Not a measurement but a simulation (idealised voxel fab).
Process module, titled voxel released beams
In the cross-section labelled cut, the width is 245 nm and each square cell is 5 nm.
Throughout this document, each cross-section is represented as a grid of square cells and is presented as a sequence of bands enumerated from the top downward, where a band comprises one or more rows of cells.
This entry defines a band. It first specifies the height of the band's top and the height of its bottom in nm, and then specifies the band's materials from left to right, stating each material with its width in nm. The word "throughout" identifies a single material that fills the band from edge to edge, while the word "air" identifies empty space.
Heights from 0 (as-received wafer is one material below). Bottom band endless downward, as "top 0, no bottom".
A width given as "30->40" starts at the first number in the band's top row and ends at the second number in its bottom row, shifting by an equal amount at every step from row to row.
A step reported as "nothing changed" is a step in which no cell of the cross-section changed.
"Sealed void list": sealed empty spaces, 8 cells or more, no open way to top, listed width x height at distance, with distance from the left edge and width, height and distance in nm.
Whatever follows a step's settings on its line is a remark the simulator itself makes about that step.
If you see "overlay nm" on a step's line and that step has a mask, it's telling you how far right of where it was planned the mask ended up; a negative number means it went left instead.
# The steps planned for the process are as follows
step 1: RECEIVE with material Si
step 2: CONFORMAL_DEP with material Al2O3, thk nm 5
step 3: DIRECTIONAL_DEP with material SiO2, thk nm 15
step 4: MASKED_ETCH with tone open, mask id ANCHOR, width nm 25, etch materials SiO2, depth nm 15, overlay nm 0
step 5: CONFORMAL_DEP with material polySi, thk nm 10
step 6: MASKED_ETCH with tone cover, mask id BEAM, width nm 70, etch materials polySi, depth nm 10, overlay nm 0
step 7: STRIP with etch materials SiO2
# What follows covers the first of two wafers; it ran as planned
# As-received state of the wafer in cross-section, equivalent to post-step 1
  top 0, no bottom = Si throughout
  Sealed void list: none
# So this is the wafer cross-section right after step 2
  top 5, bottom 0 = Al2O3 throughout
  Below 0, the layers are the same as they were.
# So this is the wafer cross-section right after step 3
  top 20, bottom 5 = SiO2 throughout
  Below 5, the layers are the same as they were.
# So this is the wafer cross-section right after step 4
  top 20, bottom 5 = 90 SiO2  25 air  130 SiO2
  Below 5, the layers are the same as they were.
# So this is the wafer cross-section right after step 5
  top 30, bottom 20 = 100 polySi  5 air  140 polySi
  top 20, bottom 15 = 90 SiO2  10 polySi  5 air  10 polySi  130 SiO2
  top 15, bottom 5 = 90 SiO2  25 polySi  130 SiO2
  Below 5, the layers are the same as they were.
# So this is the wafer cross-section right after step 6
  top 30, bottom 20 = 85 air  15 polySi  5 air  50 polySi  90 air
  Below 20, the layers are the same as they were.
# So this is the wafer cross-section right after step 7
  top 30, bottom 20 = 85 air  15 polySi  5 air  50 polySi  90 air
  top 20, bottom 15 = 90 air  10 polySi  5 air  10 polySi  130 air
  top 15, bottom 5 = 90 air  25 polySi  130 air
  Below 5, the layers are the same as they were.
# Wafer two of two - same starting point, same process plan, one mistake in execution; matches wafer one up to and including step 2
# Cross-section of the second wafer when, according to plan, step 3 should have finished
  top 10, bottom 5 = SiO2 throughout
  Below 5, the layers are the same as they were.
# Cross-section of the second wafer when, according to plan, step 4 should have finished
  top 10, bottom 5 = 90 SiO2  25 air  130 SiO2
  Below 5, the layers are the same as they were.
# Cross-section of the second wafer when, according to plan, step 5 should have finished
  top 20, bottom 15 = 100 polySi  5 air  140 polySi
  top 15, bottom 10 = polySi throughout
  top 10, bottom 5 = 90 SiO2  25 polySi  130 SiO2
  Below 5, the layers are the same as they were.
# Cross-section of the second wafer when, according to plan, step 6 should have finished
  top 20, bottom 15 = 85 air  15 polySi  5 air  50 polySi  90 air
  top 15, bottom 10 = 85 air  70 polySi  90 air
  Below 10, the layers are the same as they were.
# Cross-section of the second wafer when, according to plan, step 7 should have finished
  top 20, bottom 15 = 85 air  15 polySi  5 air  50 polySi  90 air
  top 15, bottom 5 = 85->90 air  70->25 polySi  90->130 air
  Below 5, the layers are the same as they were.
Heads up, the wafer didn't run the way we planned it: the process deviated at step 3: the operation and settings actually run there were DIRECTIONAL_DEP with material SiO2, thk nm 5
The second wafer ends with more or fewer cells of some materials than the first, per final count: -8 polySi
